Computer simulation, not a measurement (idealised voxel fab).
A process module follows: voxel lift off.
Section shown: cut. Width: 290 nm. Cell size: 5 nm, square.
For the purposes of this document, a cross-section shall be understood as a grid of square cells, specified as bands listed in top-to-bottom order, each band consisting of one or more rows of cells.
Heights first: top, then bottom, in nm. Then materials, left to right, each with a width in nm. "everywhere" on a single material: fills the band edge to edge. "blank": empty space.
We count height from 0. Below that, the starting wafer is all one material. The lowest band never ends at the bottom but goes on down; see "0 -> down" for how that is written.
A two-number width, for instance "30 to 40", indicates that the width is equal to the first number in the top row of the band and to the second number in the bottom row, and that it changes by a constant amount per row of cells.
"nothing changed", as given for a step, is the statement that not any cell of the cross-section underwent a change during that step.
Basically, "Trapped voids" tells you about the enclosed voids: empty spaces with no open way to the top, 8 cells or bigger, each written width x height at distance, where distance is from the left edge, all in nm.
Anything after a step's settings on that line? It's the simulator's own note about the step.
What "overlay nm" on a step's line means: if the step has a mask, that mask lay this far to the right of its planned place, or, when the value is negative, to the left.

**Below is the list of planned process steps**
1,RECEIVE with material Si
2,CONFORMAL_DEP with material SiO2, thk nm 10
3,PATTERN with tone open, mask id LINES, material resist, width nm 20, pitch nm 35, thk nm 20, overlay nm 0
4,DIRECTIONAL_DEP with material Ru, thk nm 10
5,STRIP with etch materials resist
6,CONFORMAL_DEP with material SiCN, thk nm 5

**Cross-section of the wafer as it came to us, i.e., already through step 1**
	0 -> down  Si everywhere
	Trapped voids: none

**The cross-section shown corresponds to the wafer at the conclusion of the module. The initial structure and the process plan are those presented above; however, one mistake occurred in executing the plan**
	25 -> 15  75 blank / 30 Ru / 5 blank / 30 Ru / 5 blank / 30 Ru / 5 blank / 30 Ru / 80 blank
	15 -> 10  Ru everywhere
	10 -> 0  SiO2 everywhere
	0 -> down  Si everywhere
	Trapped voids: none
What was the processing mistake? step 6 off recipe, ran as CONFORMAL_DEP with material Ru, thk nm 5
